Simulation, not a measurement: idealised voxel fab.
The following is a process module called voxel wiring stack.
Cross-section cut: width 175 nm, square cells of 5 nm.
This document writes a cross-section as a grid whose cells are square, and gives it as bands, listed from the top down; one or more rows of cells form a band.
For a band, the entry starts with two heights in nm, that of the top and then that of the bottom, and carries on with the band's materials in order from left to right, each alongside its width in nm; the word "edge to edge" beside a single material means it fills the band edge to edge, and "blank" means empty space.
Basically, 0 is our baseline, since under it the wafer straight out of the box is all one material. The bottom band has no lower end and keeps on going down, so it looks like "0 down".
Width: "30..40" (first number = top row, second number = bottom row, same change from row to row of cells).
The designation "nothing altered", where it is given for a processing step, indicates that no cell of the cross-section was altered in the course of that step.
"Enclosed empty spaces" lists enclosed empty spaces (at least 8 cells, no open path upward to the top), each as width x height at distance from the left edge, in nm.
On each step's line, the part that comes after the settings is the simulator's own comment on the step.
overlay nm: how far to the right of its planned place the mask lay on this masked step (negative: to the left).
### Set out below are the planned steps of the process
1. RECEIVE, material Si
2. CONFORMAL_DEP, material SiO2, thk nm 15
3. DIRECTIONAL_DEP, material TiN, thk nm 5
4. DIRECTIONAL_DEP, material Ru, thk nm 15
5. MASKED_ETCH, tone cover, mask id METAL_1, width nm 20, pitch nm 40, etch materials Ru, depth nm 15, overlay nm 0
6. MASKED_ETCH, tone cover, mask id METAL_1, width nm 20, pitch nm 40, etch materials TiN, depth nm 5, overlay nm 0
7. CONFORMAL_DEP, material SiN, thk nm 5
8. FILL_DEP, material SiO2, thk nm 10
9. CMP, height nm 35
10. CONFORMAL_DEP, material SiCN, thk nm 5
11. DIRECTIONAL_DEP, material SiO2, thk nm 20
12. DIRECTIONAL_DEP, material aC, thk nm 10
13. PATTERN, tone open, mask id PLUG_1, material resist, width nm 15, pitch nm 80, thk nm 30, overlay nm 0
14. DIRECTIONAL_ETCH, etch materials aC, depth nm 10
15. STRIP, etch materials resist
16. DIRECTIONAL_ETCH, etch materials SiO2, depth nm 20
17. DIRECTIONAL_ETCH, etch materials SiCN, depth nm 5
18. STRIP, etch materials aC
19. CONFORMAL_DEP, material TiN, thk nm 5
20. FILL_DEP, material Ru, thk nm 5
21. CMP, height nm 60
22. CONFORMAL_DEP, material SiCN, thk nm 5
23. DIRECTIONAL_DEP, material SiO2, thk nm 15
24. MASKED_ETCH, tone open, mask id METAL_2, width nm 20, pitch nm 40, etch materials SiO2, depth nm 15, overlay nm 0
25. MASKED_ETCH, tone open, mask id METAL_2, width nm 20, pitch nm 40, etch materials SiCN, depth nm 5, overlay nm 0
26. CONFORMAL_DEP, material TiN, thk nm 5
27. FILL_DEP, material Ru, thk nm 5
28. CMP, height nm 80
29. CONFORMAL_DEP, material SiCN, thk nm 5
### The first of two wafers, run as planned
### As-received state of the wafer in cross-section, equivalent to post-step 1
> 0 down = Si edge to edge
> Enclosed empty spaces: none
### Presented here is a cross-section of the wafer after step 2 has been performed
> 15 to 0 = SiO2 edge to edge
> Unchanged below 0.
### Presented here is a cross-section of the wafer after step 3 has been performed
> 20 to 15 = TiN edge to edge
> Unchanged below 15.
### Presented here is a cross-section of the wafer after step 4 has been performed
> 35 to 20 = Ru edge to edge
> Unchanged below 20.
### Presented here is a cross-section of the wafer after step 5 has been performed
> 35 to 20 = blank (35), Ru (20), blank (20), Ru (20), blank (20), Ru (20), blank (40)
> Unchanged below 20.
### Presented here is a cross-section of the wafer after step 6 has been performed
> 35 to 20 = blank (35), Ru (20), blank (20), Ru (20), blank (20), Ru (20), blank (40)
> 20 to 15 = blank (35), TiN (20), blank (20), TiN (20), blank (20), TiN (20), blank (40)
> Unchanged below 15.
### Presented here is a cross-section of the wafer after step 7 has been performed
> 40 to 35 = blank (30), SiN (30), blank (10), SiN (30), blank (10), SiN (30), blank (35)
> 35 to 20 = blank (30), SiN (5), Ru (20), SiN (5), blank (10), SiN (5), Ru (20), SiN (5), blank (10), SiN (5), Ru (20), SiN (5), blank (35)
> 20 to 15 = SiN (35), TiN (20), SiN (20), TiN (20), SiN (20), TiN (20), SiN (40)
> Unchanged below 15.
### Presented here is a cross-section of the wafer after step 8 has been performed
> 50 to 40 = SiO2 edge to edge
> 40 to 35 = SiO2 (30), SiN (30), SiO2 (10), SiN (30), SiO2 (10), SiN (30), SiO2 (35)
> 35 to 20 = SiO2 (30), SiN (5), Ru (20), SiN (5), SiO2 (10), SiN (5), Ru (20), SiN (5), SiO2 (10), SiN (5), Ru (20), SiN (5), SiO2 (35)
> Unchanged below 20.
### Presented here is a cross-section of the wafer after step 9 has been performed
> 35 to 20 = SiO2 (30), SiN (5), Ru (20), SiN (5), SiO2 (10), SiN (5), Ru (20), SiN (5), SiO2 (10), SiN (5), Ru (20), SiN (5), SiO2 (35)
> Unchanged below 20.
### Presented here is a cross-section of the wafer after step 10 has been performed
> 40 to 35 = SiCN edge to edge
> Unchanged below 35.
### Presented here is a cross-section of the wafer after step 11 has been performed
> 60 to 40 = SiO2 edge to edge
> Unchanged below 40.
### Presented here is a cross-section of the wafer after step 12 has been performed
> 70 to 60 = aC edge to edge
> Unchanged below 60.
### Presented here is a cross-section of the wafer after step 13 has been performed
> 100 to 70 = resist (35), blank (15), resist (65), blank (15), resist (45)
> Unchanged below 70.
### Presented here is a cross-section of the wafer after step 14 has been performed
> 90 to 70 = resist (35), blank (15), resist (65), blank (15), resist (45)
> 70 to 60 = aC (35), blank (15), aC (65), blank (15), aC (45)
> Unchanged below 60.
### Presented here is a cross-section of the wafer after step 15 has been performed
> 70 to 60 = aC (35), blank (15), aC (65), blank (15), aC (45)
> Unchanged below 60.
### Presented here is a cross-section of the wafer after step 16 has been performed
> 70 to 60 = aC (35), blank (15), aC (65), blank (15), aC (45)
> 60 to 40 = SiO2 (35), blank (15), SiO2 (65), blank (15), SiO2 (45)
> Unchanged below 40.
### Presented here is a cross-section of the wafer after step 17 has been performed
> 70 to 60 = aC (35), blank (15), aC (65), blank (15), aC (45)
> 60 to 40 = SiO2 (35), blank (15), SiO2 (65), blank (15), SiO2 (45)
> 40 to 35 = SiCN (35), blank (15), SiCN (65), blank (15), SiCN (45)
> Unchanged below 35.
### Presented here is a cross-section of the wafer after step 18 has been performed
> 60 to 40 = SiO2 (35), blank (15), SiO2 (65), blank (15), SiO2 (45)
> Unchanged below 40.
### Presented here is a cross-section of the wafer after step 19 has been performed
> 65 to 60 = TiN (40), blank (5), TiN (75), blank (5), TiN (50)
> 60 to 40 = SiO2 (35), TiN (5), blank (5), TiN (5), SiO2 (65), TiN (5), blank (5), TiN (5), SiO2 (45)
> 40 to 35 = SiCN (35), TiN (15), SiCN (65), TiN (15), SiCN (45)
> Unchanged below 35.
### Presented here is a cross-section of the wafer after step 20 has been performed
> 70 to 65 = Ru edge to edge
> 65 to 60 = TiN (40), Ru (5), TiN (75), Ru (5), TiN (50)
> 60 to 40 = SiO2 (35), TiN (5), Ru (5), TiN (5), SiO2 (65), TiN (5), Ru (5), TiN (5), SiO2 (45)
> Unchanged below 40.
### Presented here is a cross-section of the wafer after step 21 has been performed
> 60 to 40 = SiO2 (35), TiN (5), Ru (5), TiN (5), SiO2 (65), TiN (5), Ru (5), TiN (5), SiO2 (45)
> Unchanged below 40.
### Presented here is a cross-section of the wafer after step 22 has been performed
> 65 to 60 = SiCN edge to edge
> Unchanged below 60.
### Presented here is a cross-section of the wafer after step 23 has been performed
> 80 to 65 = SiO2 edge to edge
> Unchanged below 65.
### Presented here is a cross-section of the wafer after step 24 has been performed
> 80 to 65 = SiO2 (35), blank (20), SiO2 (20), blank (20), SiO2 (20), blank (20), SiO2 (40)
> Unchanged below 65.
### Presented here is a cross-section of the wafer after step 25 has been performed
> 80 to 65 = SiO2 (35), blank (20), SiO2 (20), blank (20), SiO2 (20), blank (20), SiO2 (40)
> 65 to 60 = SiCN (35), blank (20), SiCN (20), blank (20), SiCN (20), blank (20), SiCN (40)
> Unchanged below 60.
### Presented here is a cross-section of the wafer after step 26 has been performed
> 85 to 80 = TiN (40), blank (10), TiN (30), blank (10), TiN (30), blank (10), TiN (45)
> 80 to 65 = SiO2 (35), TiN (5), blank (10), TiN (5), SiO2 (20), TiN (5), blank (10), TiN (5), SiO2 (20), TiN (5), blank (10), TiN (5), SiO2 (40)
> 65 to 60 = SiCN (35), TiN (20), SiCN (20), TiN (20), SiCN (20), TiN (20), SiCN (40)
> Unchanged below 60.
### Presented here is a cross-section of the wafer after step 27 has been performed
> 90 to 85 = Ru edge to edge
> 85 to 80 = TiN (40), Ru (10), TiN (30), Ru (10), TiN (30), Ru (10), TiN (45)
> 80 to 65 = SiO2 (35), TiN (5), Ru (10), TiN (5), SiO2 (20), TiN (5), Ru (10), TiN (5), SiO2 (20), TiN (5), Ru (10), TiN (5), SiO2 (40)
> Unchanged below 65.
### Presented here is a cross-section of the wafer after step 28 has been performed
> 80 to 65 = SiO2 (35), TiN (5), Ru (10), TiN (5), SiO2 (20), TiN (5), Ru (10), TiN (5), SiO2 (20), TiN (5), Ru (10), TiN (5), SiO2 (40)
> Unchanged below 65.
### Presented here is a cross-section of the wafer after step 29 has been performed
> 85 to 80 = SiCN edge to edge
> Unchanged below 80.
### Okay, second wafer. Nothing different at the start, nothing different in the plan, just one mistake somewhere in the running. As far as step 4, counting that step, it's the first wafer all over again
### Cross-section of the second wafer at the time step 5 of the plan should have ended
> 35 to 20 = blank (45), Ru (20), blank (20), Ru (20), blank (20), Ru (20), blank (30)
> Unchanged below 20.
### Cross-section of the second wafer at the time step 6 of the plan should have ended
> 35 to 20 = blank (45), Ru (20), blank (20), Ru (20), blank (20), Ru (20), blank (30)
> 20 to 15 = blank (35), TiN (30), blank (10), TiN (30), blank (10), TiN (30), blank (30)
> Unchanged below 15.
### Cross-section of the second wafer at the time step 7 of the plan should have ended
> 40 to 35 = blank (40), SiN (30), blank (10), SiN (30), blank (10), SiN (30), blank (25)
> 35 to 25 = blank (40), SiN (5), Ru (20), SiN (5), blank (10), SiN (5), Ru (20), SiN (5), blank (10), SiN (5), Ru (20), SiN (5), blank (25)
> 25 to 20 = blank (30), SiN (15), Ru (20), SiN (20), Ru (20), SiN (20), Ru (20), SiN (5), blank (25)
> 20 to 15 = SiN (35), TiN (30), SiN (10), TiN (30), SiN (10), TiN (30), SiN (30)
> Unchanged below 15.
### Cross-section of the second wafer at the time step 8 of the plan should have ended
> 50 to 40 = SiO2 edge to edge
> 40 to 35 = SiO2 (40), SiN (30), SiO2 (10), SiN (30), SiO2 (10), SiN (30), SiO2 (25)
> 35 to 25 = SiO2 (40), SiN (5), Ru (20), SiN (5), SiO2 (10), SiN (5), Ru (20), SiN (5), SiO2 (10), SiN (5), Ru (20), SiN (5), SiO2 (25)
> 25 to 20 = SiO2 (30), SiN (15), Ru (20), SiN (20), Ru (20), SiN (20), Ru (20), SiN (5), SiO2 (25)
> Unchanged below 20.
### Cross-section of the second wafer at the time step 9 of the plan should have ended
> 35 to 25 = SiO2 (40), SiN (5), Ru (20), SiN (5), SiO2 (10), SiN (5), Ru (20), SiN (5), SiO2 (10), SiN (5), Ru (20), SiN (5), SiO2 (25)
> Unchanged below 25.
### Cross-section of the second wafer at the time step 10 of the plan should have ended
> 40 to 35 = SiCN edge to edge
> Unchanged below 35.
### Cross-section of the second wafer at the time step 11 of the plan should have ended
> 60 to 40 = SiO2 edge to edge
> Unchanged below 40.
### Cross-section of the second wafer at the time step 12 of the plan should have ended
> 70 to 60 = aC edge to edge
> Unchanged below 60.
### Cross-section of the second wafer at the time step 13 of the plan should have ended
> 100 to 70 = resist (35), blank (15), resist (65), blank (15), resist (45)
> Unchanged below 70.
### Cross-section of the second wafer at the time step 14 of the plan should have ended
> 90 to 70 = resist (35), blank (15), resist (65), blank (15), resist (45)
> 70 to 60 = aC (35), blank (15), aC (65), blank (15), aC (45)
> Unchanged below 60.
### Cross-section of the second wafer at the time step 15 of the plan should have ended
> 70 to 60 = aC (35), blank (15), aC (65), blank (15), aC (45)
> Unchanged below 60.
### Cross-section of the second wafer at the time step 16 of the plan should have ended
> 70 to 60 = aC (35), blank (15), aC (65), blank (15), aC (45)
> 60 to 40 = SiO2 (35), blank (15), SiO2 (65), blank (15), SiO2 (45)
> Unchanged below 40.
### Cross-section of the second wafer at the time step 17 of the plan should have ended
> 70 to 60 = aC (35), blank (15), aC (65), blank (15), aC (45)
> 60 to 40 = SiO2 (35), blank (15), SiO2 (65), blank (15), SiO2 (45)
> 40 to 35 = SiCN (35), blank (15), SiCN (65), blank (15), SiCN (45)
> Unchanged below 35.
### Cross-section of the second wafer at the time step 18 of the plan should have ended
> 60 to 40 = SiO2 (35), blank (15), SiO2 (65), blank (15), SiO2 (45)
> Unchanged below 40.
### Cross-section of the second wafer at the time step 19 of the plan should have ended
> 65 to 60 = TiN (40), blank (5), TiN (75), blank (5), TiN (50)
> 60 to 40 = SiO2 (35), TiN (5), blank (5), TiN (5), SiO2 (65), TiN (5), blank (5), TiN (5), SiO2 (45)
> 40 to 35 = SiCN (35), TiN (15), SiCN (65), TiN (15), SiCN (45)
> Unchanged below 35.
### Cross-section of the second wafer at the time step 20 of the plan should have ended
> 70 to 65 = Ru edge to edge
> 65 to 60 = TiN (40), Ru (5), TiN (75), Ru (5), TiN (50)
> 60 to 40 = SiO2 (35), TiN (5), Ru (5), TiN (5), SiO2 (65), TiN (5), Ru (5), TiN (5), SiO2 (45)
> Unchanged below 40.
### Cross-section of the second wafer at the time step 21 of the plan should have ended
> 60 to 40 = SiO2 (35), TiN (5), Ru (5), TiN (5), SiO2 (65), TiN (5), Ru (5), TiN (5), SiO2 (45)
> Unchanged below 40.
### Cross-section of the second wafer at the time step 22 of the plan should have ended
> 65 to 60 = SiCN edge to edge
> Unchanged below 60.
### Cross-section of the second wafer at the time step 23 of the plan should have ended
> 80 to 65 = SiO2 edge to edge
> Unchanged below 65.
### Cross-section of the second wafer at the time step 24 of the plan should have ended
> 80 to 65 = SiO2 (35), blank (20), SiO2 (20), blank (20), SiO2 (20), blank (20), SiO2 (40)
> Unchanged below 65.
### Cross-section of the second wafer at the time step 25 of the plan should have ended
> 80 to 65 = SiO2 (35), blank (20), SiO2 (20), blank (20), SiO2 (20), blank (20), SiO2 (40)
> 65 to 60 = SiCN (35), blank (20), SiCN (20), blank (20), SiCN (20), blank (20), SiCN (40)
> Unchanged below 60.
### Cross-section of the second wafer at the time step 26 of the plan should have ended
> 85 to 80 = TiN (40), blank (10), TiN (30), blank (10), TiN (30), blank (10), TiN (45)
> 80 to 65 = SiO2 (35), TiN (5), blank (10), TiN (5), SiO2 (20), TiN (5), blank (10), TiN (5), SiO2 (20), TiN (5), blank (10), TiN (5), SiO2 (40)
> 65 to 60 = SiCN (35), TiN (20), SiCN (20), TiN (20), SiCN (20), TiN (20), SiCN (40)
> Unchanged below 60.
### Cross-section of the second wafer at the time step 27 of the plan should have ended
> 90 to 85 = Ru edge to edge
> 85 to 80 = TiN (40), Ru (10), TiN (30), Ru (10), TiN (30), Ru (10), TiN (45)
> 80 to 65 = SiO2 (35), TiN (5), Ru (10), TiN (5), SiO2 (20), TiN (5), Ru (10), TiN (5), SiO2 (20), TiN (5), Ru (10), TiN (5), SiO2 (40)
> Unchanged below 65.
### Cross-section of the second wafer at the time step 28 of the plan should have ended
> 80 to 65 = SiO2 (35), TiN (5), Ru (10), TiN (5), SiO2 (20), TiN (5), Ru (10), TiN (5), SiO2 (20), TiN (5), Ru (10), TiN (5), SiO2 (40)
> Unchanged below 65.
### Cross-section of the second wafer at the time step 29 of the plan should have ended
> 85 to 80 = SiCN edge to edge
> Unchanged below 80.
What broke from the plan during processing? contrary to plan, step 5 was performed as MASKED_ETCH, tone cover, mask id METAL_1, width nm 20, pitch nm 40, etch materials Ru, depth nm 15, overlay nm 10
At the finish, the second wafer shows more or fewer cells for some materials than the first does: 6 fewer of SiO2; 6 more of TiN
